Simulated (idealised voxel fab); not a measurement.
process module | voxel wiring stack
cross-section cut | 240 nm wide | cells 5 nm
A cross-section is a grid of square cells, given in bands from the top down. A band is one or more rows of cells.
Each band's line starts with the height of the band's top and of its bottom, in nm. Then come its materials from left to right, each with its width in nm. One material with "throughout" fills the band from edge to edge. "air" is empty space.
Height 0 is the level under which the wafer as received is all one material. The lowest band goes on downwards, as in "0 down".
A width such as "30 to 40" changes by the same amount from each row of cells to the next, from the band's top row to its bottom row.
"no change" after a step means that no cell of the cross-section changed.
closed voids: empty space of 8 cells or more with no open way to the top, each as width x height at its distance from the left edge, in nm
after a step's settings: what the simulator itself notes on the step
overlay nm, on a step with a mask: how far to the right of its planned place the mask lay; to the left if negative
Each pair below shows a cross-section before one step and the cross-section after it, down to the lowest band that changed. The line under each pair gives the step between them, with its settings. The pairs can come from different runs of this module on the same starting wafer, so a pair continues from the pair above only where its "before" says so.
before
  135 to 115: lowk 35 | air 30 | lowk 15 | air 30 | lowk 15 | air 30 | lowk 15 | air 30 | lowk 40
  115 to 100: lowk 35 | air 15 | lowk 30 | air 15 | lowk 30 | air 15 | lowk 30 | air 15 | lowk 55
  100 to 95: SiCN 35 | air 15 | SiCN 30 | air 15 | SiCN 30 | air 15 | SiCN 30 | air 15 | SiCN 55
  95 to 90: SiCN 30 | Ru 40 | SiCN 5 | Ru 40 | SiCN 5 | Ru 40 | SiCN 5 | Ru 40 | SiCN 35
  90 to 70: lowk 35 | TiN 5 | W 20 | TiN 5 | lowk 15 | TiN 5 | W 20 | TiN 5 | lowk 15 | TiN 5 | W 20 | TiN 5 | lowk 15 | TiN 5 | W 20 | TiN 5 | lowk 40
  70 to 65: SiCN 35 | TiN 30 | SiCN 15 | TiN 30 | SiCN 15 | TiN 30 | SiCN 15 | TiN 30 | SiCN 40
  65 to 50: Cu 30 | TiN 5 | lowk 15 | TiN 5 | Cu 20 | TiN 5 | lowk 15 | TiN 5 | Cu 20 | TiN 5 | lowk 15 | TiN 5 | Cu 20 | TiN 5 | lowk 15 | TiN 5 | Cu 50
  50 to 45: TiN 35 | lowk 15 | TiN 30 | lowk 15 | TiN 30 | lowk 15 | TiN 30 | lowk 15 | TiN 55
  45 to 40: SiCN throughout
  40 to 20: lowk 35 | TiN 5 | Cu 20 | TiN 5 | lowk 15 | TiN 5 | Cu 20 | TiN 5 | lowk 15 | TiN 5 | Cu 20 | TiN 5 | lowk 15 | TiN 5 | Cu 20 | TiN 5 | lowk 40
  20 to 15: SiN 35 | TiN 30 | SiN 15 | TiN 30 | SiN 15 | TiN 30 | SiN 15 | TiN 30 | SiN 40
  15 to 0: SiO2 throughout
  0 down: Si throughout
  closed voids: none
after
  140 to 135: TiN 40 | air 20 | TiN 25 | air 20 | TiN 25 | air 20 | TiN 25 | air 20 | TiN 45
  135 to 120: lowk 35 | TiN 5 | air 20 | TiN 5 | lowk 15 | TiN 5 | air 20 | TiN 5 | lowk 15 | TiN 5 | air 20 | TiN 5 | lowk 15 | TiN 5 | air 20 | TiN 5 | lowk 40
  120 to 115: lowk 35 | TiN 5 | air 5 | TiN 20 | lowk 15 | TiN 5 | air 5 | TiN 20 | lowk 15 | TiN 5 | air 5 | TiN 20 | lowk 15 | TiN 5 | air 5 | TiN 20 | lowk 40
  115 to 100: lowk 35 | TiN 5 | air 5 | TiN 5 | lowk 30 | TiN 5 | air 5 | TiN 5 | lowk 30 | TiN 5 | air 5 | TiN 5 | lowk 30 | TiN 5 | air 5 | TiN 5 | lowk 55
  100 to 95: SiCN 35 | TiN 15 | SiCN 30 | TiN 15 | SiCN 30 | TiN 15 | SiCN 30 | TiN 15 | SiCN 55
  below 95: unchanged
  closed voids: none
the step between: op CONFORMAL_DEP | material TiN | thk nm 5
before: the cross-section after the pair above
after
  145 to 140: Cu throughout
  140 to 135: TiN 40 | Cu 20 | TiN 25 | Cu 20 | TiN 25 | Cu 20 | TiN 25 | Cu 20 | TiN 45
  135 to 120: lowk 35 | TiN 5 | Cu 20 | TiN 5 | lowk 15 | TiN 5 | Cu 20 | TiN 5 | lowk 15 | TiN 5 | Cu 20 | TiN 5 | lowk 15 | TiN 5 | Cu 20 | TiN 5 | lowk 40
  120 to 115: lowk 35 | TiN 5 | Cu 5 | TiN 20 | lowk 15 | TiN 5 | Cu 5 | TiN 20 | lowk 15 | TiN 5 | Cu 5 | TiN 20 | lowk 15 | TiN 5 | Cu 5 | TiN 20 | lowk 40
  115 to 100: lowk 35 | TiN 5 | Cu 5 | TiN 5 | lowk 30 | TiN 5 | Cu 5 | TiN 5 | lowk 30 | TiN 5 | Cu 5 | TiN 5 | lowk 30 | TiN 5 | Cu 5 | TiN 5 | lowk 55
  below 100: unchanged
  closed voids: none
the step between: op FILL_DEP | material Cu | thk nm 5
before: the cross-section after the pair above
after
  135 to 120: lowk 35 | TiN 5 | Cu 20 | TiN 5 | lowk 15 | TiN 5 | Cu 20 | TiN 5 | lowk 15 | TiN 5 | Cu 20 | TiN 5 | lowk 15 | TiN 5 | Cu 20 | TiN 5 | lowk 40
  below 120: unchanged
  closed voids: none
the step between: op CMP | height nm 135
before: the cross-section after the pair above
after
  140 to 135: SiCN throughout
  below 135: unchanged
  closed voids: none
the step between: op CONFORMAL_DEP | material SiCN | thk nm 5
